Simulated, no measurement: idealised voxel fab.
This section sets out a process module, namely voxel transistor to metal.
The cross-section on display is named cut; it measures 295 nm wide, and its cells are 5 nm squares.
Square cells in a grid make up a cross-section in this document, and the grid is given as bands, listed from the top down, each one or more rows of cells.
For a band, the entry starts with two heights in nm, that of the top and then that of the bottom, and carries on with the band's materials in order from left to right, each alongside its width in nm; the word "throughout" beside a single material means it fills the band edge to edge, and "air" means empty space.
For the purposes of this specification, 0 denotes the height below which the wafer in its as-received condition is composed wholly of one material, and the lowermost band, lacking a lower limit, extends downward without end, as expressed in "0..down".
Width spec "30->40" -> top row of cells at first value, bottom row at second value, equal per-row change in between.
"nothing was modified" means the step left every cell of the cross-section as it was.
Listed in "Tabulated closed voids": every empty space of 8 or more cells without an open way to the top. Form: width x height at distance, the distance being from the left edge, all in nm.
Whatever follows a step's settings on its line is a remark the simulator itself makes about that step.
For masked steps, "overlay nm" on the step line gives how far right of plan the mask actually lay; a minus sign means it lay to the left.
# Planned step list for the process
1,RECEIVE (material Si)
2,CONFORMAL_DEP (material SiO2; thk nm 5)
3,CONFORMAL_DEP (material SiN; thk nm 15)
4,MASKED_ETCH (tone cover; mask id ACTIVE; width nm 110; pitch nm 130; etch materials SiN; depth nm 15; overlay nm 0)
5,MASKED_ETCH (tone cover; mask id ACTIVE; width nm 110; pitch nm 130; etch materials SiO2; depth nm 5; overlay nm 0)
6,MASKED_ETCH (tone cover; mask id ACTIVE; width nm 110; pitch nm 130; etch materials Si; depth nm 30; overlay nm 0)
7,FILL_DEP (material SiO2; thk nm 10)
8,CMP (height nm 20)
9,SELECTIVE_ETCH (etch materials SiO2; depth nm 15)
10,STRIP (etch materials SiN)
11,SELECTIVE_ETCH (etch materials SiO2; depth nm 5)
12,OXIDIZE (depth nm 5)
13,DIRECTIONAL_DEP (material polySi; thk nm 30)
14,DIRECTIONAL_DEP (material SiCN; thk nm 10)
15,DIRECTIONAL_DEP (material aC; thk nm 10)
16,PATTERN (tone cover; mask id GATE; material resist; width nm 20; pitch nm 130; thk nm 25; overlay nm 0)
17,DIRECTIONAL_ETCH (etch materials aC; depth nm 10)
18,STRIP (etch materials resist)
19,DIRECTIONAL_ETCH (etch materials SiCN; depth nm 20)
20,DIRECTIONAL_ETCH (etch materials polySi; depth nm 40)
21,STRIP (etch materials aC)
22,CONFORMAL_DEP (material SiO2; thk nm 5)
23,DIRECTIONAL_ETCH (etch materials SiO2; depth nm 5)
24,CONFORMAL_DEP (material SiN; thk nm 5)
25,DIRECTIONAL_ETCH (etch materials SiN; depth nm 5)
26,DIRECTIONAL_ETCH (etch materials SiO2; depth nm 5)
27,EPI (material SiGe; thk nm 5)
28,FILL_DEP (material SiO2; thk nm 5)
29,CMP (height nm 40)
30,DIRECTIONAL_DEP (material SiO2; thk nm 15)
31,DIRECTIONAL_DEP (material aC; thk nm 10)
32,PATTERN (tone open; mask id CONTACT; material resist; width nm 20; thk nm 30; overlay nm 0)
33,DIRECTIONAL_ETCH (etch materials aC; depth nm 10)
34,STRIP (etch materials resist)
35,DIRECTIONAL_ETCH (etch materials SiO2; depth nm 55)
36,STRIP (etch materials aC)
37,CONFORMAL_DEP (material TiN; thk nm 5)
38,FILL_DEP (material Ru; thk nm 5)
39,CMP (height nm 55)
40,CONFORMAL_DEP (material SiN; thk nm 5)
41,DIRECTIONAL_DEP (material lowk; thk nm 25)
42,DIRECTIONAL_DEP (material aC; thk nm 15)
43,PATTERN (tone open; mask id METAL_1; material resist; width nm 20; thk nm 35; overlay nm 0)
44,DIRECTIONAL_ETCH (etch materials aC; depth nm 15)
45,STRIP (etch materials resist)
46,DIRECTIONAL_ETCH (etch materials lowk; depth nm 25)
47,DIRECTIONAL_ETCH (etch materials SiN; depth nm 5)
48,STRIP (etch materials aC)
49,CONFORMAL_DEP (material TiN; thk nm 5)
50,FILL_DEP (material W; thk nm 10)
51,CMP (height nm 85)
52,EPI (material Ru; thk nm 5)
53,FILL_DEP (material SiCN; thk nm 5)
54,DIRECTIONAL_DEP (material SiO2; thk nm 25)
55,DIRECTIONAL_DEP (material aC; thk nm 10)
56,PATTERN (tone open; mask id METAL_2; material resist; width nm 20; pitch nm 130; thk nm 25; overlay nm 0)
57,DIRECTIONAL_ETCH (etch materials aC; depth nm 10)
58,STRIP (etch materials resist)
59,DIRECTIONAL_ETCH (etch materials SiO2; depth nm 15)
60,STRIP (etch materials aC)
61,DIRECTIONAL_DEP (material aC; thk nm 10)
62,PATTERN (tone open; mask id METAL_2_HOLES; material resist; width nm 15; pitch nm 130; thk nm 25; overlay nm 0)
63,DIRECTIONAL_ETCH (etch materials aC; depth nm 10)
64,STRIP (etch materials resist)
65,DIRECTIONAL_ETCH (etch materials SiO2; depth nm 10)
66,DIRECTIONAL_ETCH (etch materials SiCN; depth nm 5)
67,STRIP (etch materials aC)
68,CONFORMAL_DEP (material TiN; thk nm 5)
69,FILL_DEP (material Cu; thk nm 10)
70,CMP (height nm 120)
71,CONFORMAL_DEP (material SiCN; thk nm 5)
# Cross-section: wafer on arrival = after step 1
  0..down: Si throughout
  Tabulated closed voids: none
# The first of two wafers, cross-sectioned at the end of the module, with the run proceeding as planned
  125..120: SiCN throughout
  120..110: SiO2 30  TiN 5  Cu 10  TiN 5  SiO2 110  TiN 5  Cu 10  TiN 5  SiO2 115
  110..105: SiO2 30  TiN 5  Cu 5  TiN 10  SiO2 110  TiN 5  Cu 5  TiN 10  SiO2 115
  105..95: SiO2 30  TiN 5  Cu 5  TiN 5  SiO2 115  TiN 5  Cu 5  TiN 5  SiO2 120
  95..90: SiCN 30  TiN 15  SiCN 115  TiN 15  SiCN 120
  90..85: SiCN 25  Ru 30  SiCN 50  Ru 30  SiCN 20  Ru 30  SiCN 50  Ru 30  SiCN 30
  85..60: lowk 30  TiN 5  W 10  TiN 5  lowk 60  TiN 5  W 10  TiN 5  lowk 30  TiN 5  W 10  TiN 5  lowk 60  TiN 5  W 10  TiN 5  lowk 35
  60..55: SiN 30  TiN 20  SiN 60  TiN 20  SiN 30  TiN 20  SiN 60  TiN 20  SiN 35
  55..40: SiO2 30  TiN 5  Ru 10  TiN 5  SiO2 60  TiN 5  Ru 10  TiN 5  SiO2 30  TiN 5  Ru 10  TiN 5  SiO2 60  TiN 5  Ru 10  TiN 5  SiO2 35
  40..30: SiO2 30  TiN 5  Ru 10  TiN 5  SiO2 10  SiN 5  SiO2 5  SiCN 20  SiO2 5  SiN 5  SiO2 10  TiN 5  Ru 10  TiN 5  SiO2 30  TiN 5  Ru 10  TiN 5  SiO2 10  SiN 5  SiO2 5  SiCN 20  SiO2 5  SiN 5  SiO2 10  TiN 5  Ru 10  TiN 5  SiO2 35
  30..5: SiO2 30  TiN 5  Ru 10  TiN 5  SiO2 10  SiN 5  SiO2 5  polySi 20  SiO2 5  SiN 5  SiO2 10  TiN 5  Ru 10  TiN 5  SiO2 30  TiN 5  Ru 10  TiN 5  SiO2 10  SiN 5  SiO2 5  polySi 20  SiO2 5  SiN 5  SiO2 10  TiN 5  Ru 10  TiN 5  SiO2 35
  5..0: SiO2 30  TiN 20  SiO2 10  SiN 5  SiO2 5  polySi 20  SiO2 5  SiN 5  SiO2 10  TiN 20  SiO2 30  TiN 20  SiO2 10  SiN 5  SiO2 5  polySi 20  SiO2 5  SiN 5  SiO2 10  TiN 20  SiO2 35
  0..-5: SiO2 20  SiGe 40  SiO2 40  SiGe 40  SiO2 10  SiGe 40  SiO2 40  SiGe 40  SiO2 25
  -5..-30: SiO2 25  Si 110  SiO2 20  Si 110  SiO2 30
  -30..down: Si throughout
  Tabulated closed voids: none
# Second wafer cross-section at end of module - shared start and plan with the first, one mistake in the run
  125..120: SiCN throughout
  120..115: Cu 20  TiN 15  Cu 10  TiN 15  Cu 40  TiN 40  Cu 10  TiN 15  Cu 10  TiN 15  Cu 40  TiN 40  Cu 25
  115..110: TiN 25  SiO2 5  TiN 5  Cu 10  TiN 5  SiO2 5  TiN 50  SiO2 30  TiN 20  SiO2 5  TiN 5  Cu 10  TiN 5  SiO2 5  TiN 50  SiO2 30  TiN 30
  110..100: SiO2 30  TiN 5  Cu 10->5  TiN 5->10  SiO2 110  TiN 5  Cu 10->5  TiN 5->10  SiO2 115
  100..95: SiO2 30  TiN 5  Cu 5  TiN 5  SiO2 115  TiN 5  Cu 5  TiN 5  SiO2 120
  95..90: SiO2 30  TiN 15  SiO2 115  TiN 15  SiO2 120
  90..85: SiO2 25  Ru 30  SiO2 50  Ru 30  SiO2 20  Ru 30  SiO2 50  Ru 30  SiO2 30
  85..60: lowk 30  TiN 5  W 10  TiN 5  lowk 60  TiN 5  W 10  TiN 5  lowk 30  TiN 5  W 10  TiN 5  lowk 60  TiN 5  W 10  TiN 5  lowk 35
  60..55: SiN 30  TiN 20  SiN 60  TiN 20  SiN 30  TiN 20  SiN 60  TiN 20  SiN 35
  55..40: SiO2 30  TiN 5  Ru 10  TiN 5  SiO2 60  TiN 5  Ru 10  TiN 5  SiO2 30  TiN 5  Ru 10  TiN 5  SiO2 60  TiN 5  Ru 10  TiN 5  SiO2 35
  40..30: SiO2 30  TiN 5  Ru 10  TiN 5  SiO2 10  SiN 5  SiO2 5  SiCN 20  SiO2 5  SiN 5  SiO2 10  TiN 5  Ru 10  TiN 5  SiO2 30  TiN 5  Ru 10  TiN 5  SiO2 10  SiN 5  SiO2 5  SiCN 20  SiO2 5  SiN 5  SiO2 10  TiN 5  Ru 10  TiN 5  SiO2 35
  30..5: SiO2 30  TiN 5  Ru 10  TiN 5  SiO2 10  SiN 5  SiO2 5  polySi 20  SiO2 5  SiN 5  SiO2 10  TiN 5  Ru 10  TiN 5  SiO2 30  TiN 5  Ru 10  TiN 5  SiO2 10  SiN 5  SiO2 5  polySi 20  SiO2 5  SiN 5  SiO2 10  TiN 5  Ru 10  TiN 5  SiO2 35
  5..0: SiO2 30  TiN 20  SiO2 10  SiN 5  SiO2 5  polySi 20  SiO2 5  SiN 5  SiO2 10  TiN 20  SiO2 30  TiN 20  SiO2 10  SiN 5  SiO2 5  polySi 20  SiO2 5  SiN 5  SiO2 10  TiN 20  SiO2 35
  0..-5: SiO2 20  SiGe 40  SiO2 40  SiGe 40  SiO2 10  SiGe 40  SiO2 40  SiGe 40  SiO2 25
  -5..-30: SiO2 25  Si 110  SiO2 20  Si 110  SiO2 30
  -30..down: Si throughout
  Tabulated closed voids: none
Want to know what went wrong? step 53 was dropped from the plan's execution and never run
End of process, cell counts, second wafer against first, materials with more or fewer: 29 more of Cu | 88 fewer of SiCN | 59 more of TiN
